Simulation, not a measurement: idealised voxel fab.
The following process module bears the name voxel capacitor over wiring.
Shown is cross-section cut, with a width of 220 nm and square cells of size 5 nm.
Cross-section, as written here: a square-cell grid given band by band from the top down, where a band holds one or more rows of cells.
Top height, bottom height, nm. Materials left to right, width each, nm. Single material + "everywhere" = fills band edge to edge. "empty" = empty.
Measure heights from 0. That's the level where, below it, the as-received wafer is all one material. The lowest band is bottomless and extends downward; write it as in "0 -> down".
Graded width ("30..40"): value in top row of band = first number; value in bottom row = second number; row-to-row change constant.
You'll sometimes find "nothing different" written for a step, and that's the way of saying that nowhere in the cross-section did a cell change during that step.
Reported under the label "Non-vented voids" are the empty spaces having no open way to the top and comprising 8 cells or more; the notation for each is width x height at distance, in which the distance is measured from the left edge and all three values are in nm.
Formally, on a step line, whatever follows the settings is a remark that the simulator itself makes on the step.
"overlay nm", when on a step's line for a step with a mask, measures how far to the right of its planned place the mask lay; a negative measure means to the left.

Steps planned for the process:
1,RECEIVE, material Si
2,CONFORMAL_DEP, material SiO2, thk nm 10
3,CONFORMAL_DEP, material SiCN, thk nm 5
4,DIRECTIONAL_DEP, material lowk, thk nm 20
5,DIRECTIONAL_DEP, material aC, thk nm 15
6,PATTERN, tone open, mask id METAL_1, material resist, width nm 30, pitch nm 90, thk nm 30, overlay nm 0
7,DIRECTIONAL_ETCH, etch materials aC, depth nm 15
8,STRIP, etch materials resist
9,DIRECTIONAL_ETCH, etch materials lowk, depth nm 20
10,DIRECTIONAL_ETCH, etch materials SiCN, depth nm 5
11,STRIP, etch materials aC
12,CONFORMAL_DEP, material TiN, thk nm 5
13,FILL_DEP, material Cu, thk nm 10
14,CMP, height nm 35
15,CONFORMAL_DEP, material SiCN, thk nm 5
16,DIRECTIONAL_DEP, material lowk, thk nm 10
17,PATTERN, tone open, mask id PLUG_1, material resist, width nm 15, thk nm 15, overlay nm 0
18,DIRECTIONAL_ETCH, etch materials lowk, depth nm 10
19,DIRECTIONAL_ETCH, etch materials SiCN, depth nm 5
20,STRIP, etch materials resist
21,CONFORMAL_DEP, material TiN, thk nm 5
22,FILL_DEP, material Ru, thk nm 5
23,CMP, height nm 50
24,DIRECTIONAL_DEP, material TiN, thk nm 10
25,DIRECTIONAL_DEP, material SiN, thk nm 5
26,DIRECTIONAL_DEP, material TiN, thk nm 10
27,DIRECTIONAL_DEP, material aC, thk nm 15
28,PATTERN, tone cover, mask id UPPER_PLATE, material resist, width nm 65, thk nm 35, overlay nm 0
29,DIRECTIONAL_ETCH, etch materials aC, depth nm 15
30,STRIP, etch materials resist
31,DIRECTIONAL_ETCH, etch materials TiN, depth nm 10
32,DIRECTIONAL_ETCH, etch materials SiN, depth nm 5
33,STRIP, etch materials aC
34,PATTERN, tone cover, mask id LOWER_PLATE, material resist, width nm 75, thk nm 20, overlay nm 0
35,DIRECTIONAL_ETCH, etch materials TiN, depth nm 10
36,STRIP, etch materials resist
37,FILL_DEP, material SiO2, thk nm 15
38,CMP, height nm 85
39,DIRECTIONAL_DEP, material aC, thk nm 15
40,PATTERN, tone open, mask id PLUG_2, material resist, width nm 15, thk nm 30, overlay nm 0
41,DIRECTIONAL_ETCH, etch materials aC, depth nm 15
42,STRIP, etch materials resist
43,DIRECTIONAL_ETCH, etch materials SiO2, depth nm 10
44,STRIP, etch materials aC
45,CONFORMAL_DEP, material TiN, thk nm 5
46,FILL_DEP, material Ru, thk nm 10
47,CMP, height nm 85
48,CONFORMAL_DEP, material SiN, thk nm 5

First of two wafers - as planned:

So this is the incoming wafer in cross-section - it's already been through step 1:
- 0 -> down  Si everywhere
- Non-vented voids: none

The wafer in cross-section once step 2 is complete:
- 10 -> 0  SiO2 everywhere
- Anything lower than 0 is untouched.

The wafer in cross-section once step 3 is complete:
- 15 -> 10  SiCN everywhere
- Anything lower than 10 is untouched.

The wafer in cross-section once step 4 is complete:
- 35 -> 15  lowk everywhere
- Anything lower than 15 is untouched.

The wafer in cross-section once step 5 is complete:
- 50 -> 35  aC everywhere
- Anything lower than 35 is untouched.

The wafer in cross-section once step 6 is complete:
- 80 -> 50  resist 50; empty 30; resist 60; empty 30; resist 50
- Anything lower than 50 is untouched.

The wafer in cross-section once step 7 is complete:
- 65 -> 50  resist 50; empty 30; resist 60; empty 30; resist 50
- 50 -> 35  aC 50; empty 30; aC 60; empty 30; aC 50
- Anything lower than 35 is untouched.

The wafer in cross-section once step 8 is complete:
- 50 -> 35  aC 50; empty 30; aC 60; empty 30; aC 50
- Anything lower than 35 is untouched.

The wafer in cross-section once step 9 is complete:
- 50 -> 35  aC 50; empty 30; aC 60; empty 30; aC 50
- 35 -> 15  lowk 50; empty 30; lowk 60; empty 30; lowk 50
- Anything lower than 15 is untouched.

The wafer in cross-section once step 10 is complete:
- 50 -> 35  aC 50; empty 30; aC 60; empty 30; aC 50
- 35 -> 15  lowk 50; empty 30; lowk 60; empty 30; lowk 50
- 15 -> 10  SiCN 50; empty 30; SiCN 60; empty 30; SiCN 50
- Anything lower than 10 is untouched.

The wafer in cross-section once step 11 is complete:
- 35 -> 15  lowk 50; empty 30; lowk 60; empty 30; lowk 50
- Anything lower than 15 is untouched.

The wafer in cross-section once step 12 is complete:
- 40 -> 35  TiN 55; empty 20; TiN 70; empty 20; TiN 55
- 35 -> 15  lowk 50; TiN 5; empty 20; TiN 5; lowk 60; TiN 5; empty 20; TiN 5; lowk 50
- 15 -> 10  SiCN 50; TiN 30; SiCN 60; TiN 30; SiCN 50
- Anything lower than 10 is untouched.

The wafer in cross-section once step 13 is complete:
- 50 -> 40  Cu everywhere
- 40 -> 35  TiN 55; Cu 20; TiN 70; Cu 20; TiN 55
- 35 -> 15  lowk 50; TiN 5; Cu 20; TiN 5; lowk 60; TiN 5; Cu 20; TiN 5; lowk 50
- Anything lower than 15 is untouched.

The wafer in cross-section once step 14 is complete:
- 35 -> 15  lowk 50; TiN 5; Cu 20; TiN 5; lowk 60; TiN 5; Cu 20; TiN 5; lowk 50
- Anything lower than 15 is untouched.

The wafer in cross-section once step 15 is complete:
- 40 -> 35  SiCN everywhere
- Anything lower than 35 is untouched.

The wafer in cross-section once step 16 is complete:
- 50 -> 40  lowk everywhere
- Anything lower than 40 is untouched.

The wafer in cross-section once step 17 is complete:
- 65 -> 50  resist 65; empty 15; resist 140
- Anything lower than 50 is untouched.

The wafer in cross-section once step 18 is complete:
- 65 -> 50  resist 65; empty 15; resist 140
- 50 -> 40  lowk 65; empty 15; lowk 140
- Anything lower than 40 is untouched.

The wafer in cross-section once step 19 is complete:
- 65 -> 50  resist 65; empty 15; resist 140
- 50 -> 40  lowk 65; empty 15; lowk 140
- 40 -> 35  SiCN 65; empty 15; SiCN 140
- Anything lower than 35 is untouched.

The wafer in cross-section once step 20 is complete:
- 50 -> 40  lowk 65; empty 15; lowk 140
- Anything lower than 40 is untouched.

The wafer in cross-section once step 21 is complete:
- 55 -> 50  TiN 70; empty 5; TiN 145
- 50 -> 40  lowk 65; TiN 5; empty 5; TiN 5; lowk 140
- 40 -> 35  SiCN 65; TiN 15; SiCN 140
- Anything lower than 35 is untouched.

The wafer in cross-section once step 22 is complete:
- 60 -> 55  Ru everywhere
- 55 -> 50  TiN 70; Ru 5; TiN 145
- 50 -> 40  lowk 65; TiN 5; Ru 5; TiN 5; lowk 140
- Anything lower than 40 is untouched.

The wafer in cross-section once step 23 is complete:
- 50 -> 40  lowk 65; TiN 5; Ru 5; TiN 5; lowk 140
- Anything lower than 40 is untouched.

The wafer in cross-section once step 24 is complete:
- 60 -> 50  TiN everywhere
- Anything lower than 50 is untouched.

The wafer in cross-section once step 25 is complete:
- 65 -> 60  SiN everywhere
- Anything lower than 60 is untouched.

The wafer in cross-section once step 26 is complete:
- 75 -> 65  TiN everywhere
- Anything lower than 65 is untouched.

The wafer in cross-section once step 27 is complete:
- 90 -> 75  aC everywhere
- Anything lower than 75 is untouched.

The wafer in cross-section once step 28 is complete:
- 125 -> 90  empty 65; resist 65; empty 90
- Anything lower than 90 is untouched.

The wafer in cross-section once step 29 is complete:
- 110 -> 90  empty 65; resist 65; empty 90
- 90 -> 75  empty 65; aC 65; empty 90
- Anything lower than 75 is untouched.

The wafer in cross-section once step 30 is complete:
- 90 -> 75  empty 65; aC 65; empty 90
- Anything lower than 75 is untouched.

The wafer in cross-section once step 31 is complete:
- 90 -> 75  empty 65; aC 65; empty 90
- 75 -> 65  empty 65; TiN 65; empty 90
- Anything lower than 65 is untouched.

The wafer in cross-section once step 32 is complete:
- 90 -> 75  empty 65; aC 65; empty 90
- 75 -> 65  empty 65; TiN 65; empty 90
- 65 -> 60  empty 65; SiN 65; empty 90
- Anything lower than 60 is untouched.

The wafer in cross-section once step 33 is complete:
- 75 -> 65  empty 65; TiN 65; empty 90
- Anything lower than 65 is untouched.

The wafer in cross-section once step 34 is complete:
- 95 -> 75  empty 60; resist 75; empty 85
- 75 -> 65  empty 60; resist 5; TiN 65; resist 5; empty 85
- 65 -> 60  empty 60; resist 5; SiN 65; resist 5; empty 85
- Anything lower than 60 is untouched.

The wafer in cross-section once step 35 is complete:
- 95 -> 75  empty 60; resist 75; empty 85
- 75 -> 65  empty 60; resist 5; TiN 65; resist 5; empty 85
- 65 -> 60  empty 60; resist 5; SiN 65; resist 5; empty 85
- 60 -> 50  empty 60; TiN 75; empty 85
- Anything lower than 50 is untouched.

The wafer in cross-section once step 36 is complete:
- 75 -> 65  empty 65; TiN 65; empty 90
- 65 -> 60  empty 65; SiN 65; empty 90
- Anything lower than 60 is untouched.

The wafer in cross-section once step 37 is complete:
- 90 -> 75  SiO2 everywhere
- 75 -> 65  SiO2 65; TiN 65; SiO2 90
- 65 -> 60  SiO2 65; SiN 65; SiO2 90
- 60 -> 50  SiO2 60; TiN 75; SiO2 85
- Anything lower than 50 is untouched.

The wafer in cross-section once step 38 is complete:
- 85 -> 75  SiO2 everywhere
- Anything lower than 75 is untouched.

The wafer in cross-section once step 39 is complete:
- 100 -> 85  aC everywhere
- Anything lower than 85 is untouched.

The wafer in cross-section once step 40 is complete:
- 130 -> 100  resist 75; empty 15; resist 130
- Anything lower than 100 is untouched.

The wafer in cross-section once step 41 is complete:
- 115 -> 100  resist 75; empty 15; resist 130
- 100 -> 85  aC 75; empty 15; aC 130
- Anything lower than 85 is untouched.

The wafer in cross-section once step 42 is complete:
- 100 -> 85  aC 75; empty 15; aC 130
- Anything lower than 85 is untouched.

The wafer in cross-section once step 43 is complete:
- 100 -> 85  aC 75; empty 15; aC 130
- 85 -> 75  SiO2 75; empty 15; SiO2 130
- Anything lower than 75 is untouched.

The wafer in cross-section once step 44 is complete:
- 85 -> 75  SiO2 75; empty 15; SiO2 130
- Anything lower than 75 is untouched.

The wafer in cross-section once step 45 is complete:
- 90 -> 85  TiN 80; empty 5; TiN 135
- 85 -> 80  SiO2 75; TiN 5; empty 5; TiN 5; SiO2 130
- 80 -> 75  SiO2 75; TiN 15; SiO2 130
- Anything lower than 75 is untouched.

The wafer in cross-section once step 46 is complete:
- 100 -> 90  Ru everywhere
- 90 -> 85  TiN 80; Ru 5; TiN 135
- 85 -> 80  SiO2 75; TiN 5; Ru 5; TiN 5; SiO2 130
- Anything lower than 80 is untouched.

The wafer in cross-section once step 47 is complete:
- 85 -> 80  SiO2 75; TiN 5; Ru 5; TiN 5; SiO2 130
- Anything lower than 80 is untouched.

The wafer in cross-section once step 48 is complete:
- 90 -> 85  SiN everywhere
- Anything lower than 85 is untouched.

Second wafer. Start and plan as for the first. One mistake made in running. Agrees with the first up to and including step 28:

What the second wafer looks like in cross-section when step 29 should have wrapped up:
- 95 -> 90  empty 65; resist 65; empty 90
- 90 -> 75  empty 65; aC 65; empty 90
- Anything lower than 75 is untouched.

What the second wafer looks like in cross-section when step 30 should have wrapped up:
- 90 -> 75  empty 65; aC 65; empty 90
- Anything lower than 75 is untouched.

What the second wafer looks like in cross-section when step 31 should have wrapped up:
- 90 -> 75  empty 65; aC 65; empty 90
- 75 -> 65  empty 65; TiN 65; empty 90
- Anything lower than 65 is untouched.

What the second wafer looks like in cross-section when step 32 should have wrapped up:
- 90 -> 75  empty 65; aC 65; empty 90
- 75 -> 65  empty 65; TiN 65; empty 90
- 65 -> 60  empty 65; SiN 65; empty 90
- Anything lower than 60 is untouched.

What the second wafer looks like in cross-section when step 33 should have wrapped up:
- 75 -> 65  empty 65; TiN 65; empty 90
- Anything lower than 65 is untouched.

What the second wafer looks like in cross-section when step 34 should have wrapped up:
- 95 -> 75  empty 60; resist 75; empty 85
- 75 -> 65  empty 60; resist 5; TiN 65; resist 5; empty 85
- 65 -> 60  empty 60; resist 5; SiN 65; resist 5; empty 85
- Anything lower than 60 is untouched.

What the second wafer looks like in cross-section when step 35 should have wrapped up:
- 95 -> 75  empty 60; resist 75; empty 85
- 75 -> 65  empty 60; resist 5; TiN 65; resist 5; empty 85
- 65 -> 60  empty 60; resist 5; SiN 65; resist 5; empty 85
- 60 -> 50  empty 60; TiN 75; empty 85
- Anything lower than 50 is untouched.

What the second wafer looks like in cross-section when step 36 should have wrapped up:
- 75 -> 65  empty 65; TiN 65; empty 90
- 65 -> 60  empty 65; SiN 65; empty 90
- Anything lower than 60 is untouched.

What the second wafer looks like in cross-section when step 37 should have wrapped up:
- 90 -> 75  SiO2 everywhere
- 75 -> 65  SiO2 65; TiN 65; SiO2 90
- 65 -> 60  SiO2 65; SiN 65; SiO2 90
- 60 -> 50  SiO2 60; TiN 75; SiO2 85
- Anything lower than 50 is untouched.

What the second wafer looks like in cross-section when step 38 should have wrapped up:
- 85 -> 75  SiO2 everywhere
- Anything lower than 75 is untouched.

What the second wafer looks like in cross-section when step 39 should have wrapped up:
- 100 -> 85  aC everywhere
- Anything lower than 85 is untouched.

What the second wafer looks like in cross-section when step 40 should have wrapped up:
- 130 -> 100  resist 75; empty 15; resist 130
- Anything lower than 100 is untouched.

What the second wafer looks like in cross-section when step 41 should have wrapped up:
- 115 -> 100  resist 75; empty 15; resist 130
- 100 -> 85  aC 75; empty 15; aC 130
- Anything lower than 85 is untouched.

What the second wafer looks like in cross-section when step 42 should have wrapped up:
- 100 -> 85  aC 75; empty 15; aC 130
- Anything lower than 85 is untouched.

What the second wafer looks like in cross-section when step 43 should have wrapped up:
- 100 -> 85  aC 75; empty 15; aC 130
- 85 -> 75  SiO2 75; empty 15; SiO2 130
- Anything lower than 75 is untouched.

What the second wafer looks like in cross-section when step 44 should have wrapped up:
- 85 -> 75  SiO2 75; empty 15; SiO2 130
- Anything lower than 75 is untouched.

What the second wafer looks like in cross-section when step 45 should have wrapped up:
- 90 -> 85  TiN 80; empty 5; TiN 135
- 85 -> 80  SiO2 75; TiN 5; empty 5; TiN 5; SiO2 130
- 80 -> 75  SiO2 75; TiN 15; SiO2 130
- Anything lower than 75 is untouched.

What the second wafer looks like in cross-section when step 46 should have wrapped up:
- 100 -> 90  Ru everywhere
- 90 -> 85  TiN 80; Ru 5; TiN 135
- 85 -> 80  SiO2 75; TiN 5; Ru 5; TiN 5; SiO2 130
- Anything lower than 80 is untouched.

What the second wafer looks like in cross-section when step 47 should have wrapped up:
- 85 -> 80  SiO2 75; TiN 5; Ru 5; TiN 5; SiO2 130
- Anything lower than 80 is untouched.

What the second wafer looks like in cross-section when step 48 should have wrapped up:
- 90 -> 85  SiN everywhere
- Anything lower than 85 is untouched.
what went wrong: the plan had its step 29 run twice
The final cross-section is the same for the two wafers, so this model computes the same thing whether or not the mistake was made.
